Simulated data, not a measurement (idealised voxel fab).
The following is a process module called voxel ribs on slabs.
Displayed cross-section: cut, width of 240 nm, square cells sized 5 nm.
Cross-section layout: square cells on a grid; listed as bands, top to bottom; a band spans one or more cell rows.
It is stipulated that each band's entry specify, in nanometres, the height of the top of the band and then that of its bottom, followed by the materials of the band in left-to-right sequence, each together with its width in nanometres. A single material marked by the word "full width" is understood to fill the band from edge to edge; the word "blank" is understood to denote empty space.
Height reference: 0 = level under which incoming wafer is all one material. Lowest band: no bottom, runs on downward, e.g. "0 -> down".
Think of "30 to 40" as a width that walks from the first number to the second as you go down the band, top row to bottom row, taking equal-sized steps from row to row.
Given "no alterations made" for a step, no cell of the cross-section differs between before and after that step.
"Voids lacking openings": empty spaces of 8 cells or more with no open way to the top, each given as width x height at distance, distance from the left edge, all in nm.
What comes after the settings on a step's line is commentary from the simulator itself on that step.
overlay nm: where the mask lay relative to plan, measured to the right, on steps with a mask; negatives go left.

### The following list gives the planned process steps
step 1: RECEIVE, material Si
step 2: DIRECTIONAL_DEP, material SiO2, thk nm 30
step 3: DIRECTIONAL_DEP, material SiN, thk nm 20
step 4: PATTERN, tone cover, mask id RIB, material resist, width nm 20, thk nm 15, overlay nm 0
step 5: DIRECTIONAL_ETCH, etch materials SiN, depth nm 10
step 6: STRIP, etch materials resist
step 7: PATTERN, tone cover, mask id SLAB, material resist, width nm 70, thk nm 15, overlay nm 0
step 8: DIRECTIONAL_ETCH, etch materials SiN, depth nm 10
step 9: STRIP, etch materials resist
step 10: FILL_DEP, material SiO2, thk nm 30
step 11: CMP, height nm 70
step 12: DIRECTIONAL_DEP, material W, thk nm 10
step 13: MASKED_ETCH, tone cover, mask id HEATER, width nm 30, etch materials W, depth nm 10, overlay nm 0
step 14: CONFORMAL_DEP, material SiO2, thk nm 10

### As received (post step 1): cross-section
	0 -> down: Si full width
	Voids lacking openings: none

### Result of the module, cross-sectioned: start per above, plan per above, one error in how it was run
	90 -> 80: blank: 95, then SiO2: 50, then blank: 95
	80 -> 70: SiO2: 105, then W: 30, then SiO2: 105
	70 -> 50: SiO2 full width
	50 -> 40: SiO2: 110, then SiN: 20, then SiO2: 110
	40 -> 30: SiO2: 75, then SiN: 70, then SiO2: 95
	30 -> 0: SiO2 full width
	0 -> down: Si full width
	Voids lacking openings: none
Want to know what went wrong? step 7, actual vs plan mismatch, actual run PATTERN, tone cover, mask id SLAB, material resist, width nm 70, thk nm 15, overlay nm -10
